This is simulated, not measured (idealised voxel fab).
Proc. module: voxel wiring stack
The width of the displayed cross-section, cut, is 225 nm; its cells are square, with a size of 5 nm.
When this document writes out a cross-section, it uses a grid of square cells and lists it as bands, beginning at the top and moving down, with a band standing for one or more rows of cells. For a band, the entry starts with two heights in nm, that of the top and then that of the bottom, and carries on with the band's materials in order from left to right, each alongside its width in nm; the word "all across" beside a single material means it fills the band edge to edge, and "air" means empty space. Note: height 0 marks the level under which the wafer is uniformly one material as received. Lowest band unbounded below, written "0 -> down". A two-number width, for instance "30..40", indicates that the width is equal to the first number in the top row of the band and to the second number in the bottom row, and that it changes by a constant amount per row of cells. Step note "all unchanged" = no cross-section cell changed. If an empty space has no open way to the top and is at least 8 cells in size, "Closed internal voids" lists it, written width x height at distance, where distance is measured from the left edge and every value is in nm. Past the settings on a step's line: simulator remark, on that step. The optional step-line setting "overlay nm" applies to steps with a mask and quantifies how far to the right of its planned location the mask lay, a negative value indicating leftward placement.
### Steps planned for the process
1,RECEIVE: material Si
2,CONFORMAL_DEP: material SiO2, thk nm 10
3,CONFORMAL_DEP: material SiCN, thk nm 5
4,DIRECTIONAL_DEP: material SiO2, thk nm 15
5,DIRECTIONAL_DEP: material aC, thk nm 15
6,PATTERN: tone open, mask id METAL_1, material resist, width nm 25, pitch nm 50, thk nm 30, overlay nm 0
7,DIRECTIONAL_ETCH: etch materials aC, depth nm 15
8,STRIP: etch materials resist
9,DIRECTIONAL_ETCH: etch materials SiO2, depth nm 15
10,DIRECTIONAL_ETCH: etch materials SiCN, depth nm 5
11,STRIP: etch materials aC
12,CONFORMAL_DEP: material TiN, thk nm 5
13,FILL_DEP: material Cu, thk nm 10
14,CMP: height nm 30
15,CONFORMAL_DEP: material SiCN, thk nm 5
16,DIRECTIONAL_DEP: material lowk, thk nm 15
17,MASKED_ETCH: tone open, mask id PLUG_1, width nm 15, pitch nm 50, etch materials lowk, depth nm 15, overlay nm 0
18,MASKED_ETCH: tone open, mask id PLUG_1, width nm 15, pitch nm 50, etch materials SiCN, depth nm 5, overlay nm 0
19,CONFORMAL_DEP: material TiN, thk nm 5
20,FILL_DEP: material Ru, thk nm 10
21,CMP: height nm 50
22,DIRECTIONAL_DEP: material TiN, thk nm 5
23,DIRECTIONAL_DEP: material W, thk nm 15
24,PATTERN: tone cover, mask id METAL_2, material resist, width nm 25, pitch nm 50, thk nm 20, overlay nm 0
25,DIRECTIONAL_ETCH: etch materials W, depth nm 15
26,DIRECTIONAL_ETCH: etch materials TiN, depth nm 5
27,STRIP: etch materials resist
28,CONFORMAL_DEP: material SiN, thk nm 5
29,FILL_DEP: material lowk, thk nm 5
30,CMP: height nm 70
31,CONFORMAL_DEP: material SiCN, thk nm 5
### Here's what the wafer looked like in cross-section when it arrived - that's after step 1
  0 -> down = Si all across
  Closed internal voids: none
### The first of the two wafers as seen in cross-section once the module was finished; processing followed the plan
  75 -> 70 = SiCN all across
  70 -> 55 = lowk: 70; SiN: 5; W: 25; SiN: 5; lowk: 15; SiN: 5; W: 25; SiN: 5; lowk: 70
  55 -> 50 = SiN: 75; TiN: 25; SiN: 25; TiN: 25; SiN: 75
  50 -> 35 = lowk: 75; TiN: 5; Ru: 5; TiN: 5; lowk: 35; TiN: 5; Ru: 5; TiN: 5; lowk: 85
  35 -> 30 = SiCN: 75; TiN: 15; SiCN: 35; TiN: 15; SiCN: 85
  30 -> 15 = SiO2: 75; TiN: 5; Cu: 15; TiN: 5; SiO2: 25; TiN: 5; Cu: 15; TiN: 5; SiO2: 75
  15 -> 10 = SiCN: 75; TiN: 25; SiCN: 25; TiN: 25; SiCN: 75
  10 -> 0 = SiO2 all across
  0 -> down = Si all across
  Closed internal voids: none
### So this is wafer number two of the two, cut at the end of the module - it started where the first did and had the same plan, we just got one thing wrong running it
  75 -> 70 = SiCN all across
  70 -> 55 = lowk: 70; SiN: 5; W: 25; SiN: 5; lowk: 15; SiN: 5; W: 25; SiN: 5; lowk: 70
  55 -> 50 = SiN: 75; TiN: 25; SiN: 25; TiN: 25; SiN: 75
  50 -> 40 = Ru all across
  40 -> 35 = TiN: 80; Ru: 5; TiN: 45; Ru: 5; TiN: 90
  35 -> 30 = SiCN: 75; TiN: 15; SiCN: 35; TiN: 15; SiCN: 85
  30 -> 15 = SiO2: 75; TiN: 5; Cu: 15; TiN: 5; SiO2: 25; TiN: 5; Cu: 15; TiN: 5; SiO2: 75
  15 -> 10 = SiCN: 75; TiN: 25; SiCN: 25; TiN: 25; SiCN: 75
  10 -> 0 = SiO2 all across
  0 -> down = Si all across
  Closed internal voids: none
Error vs. plan: with respect to the plan, step 16 was omitted and not executed
End of process, cell counts, second wafer against first, materials with more or fewer: +86 Ru; +31 TiN; -117 lowk
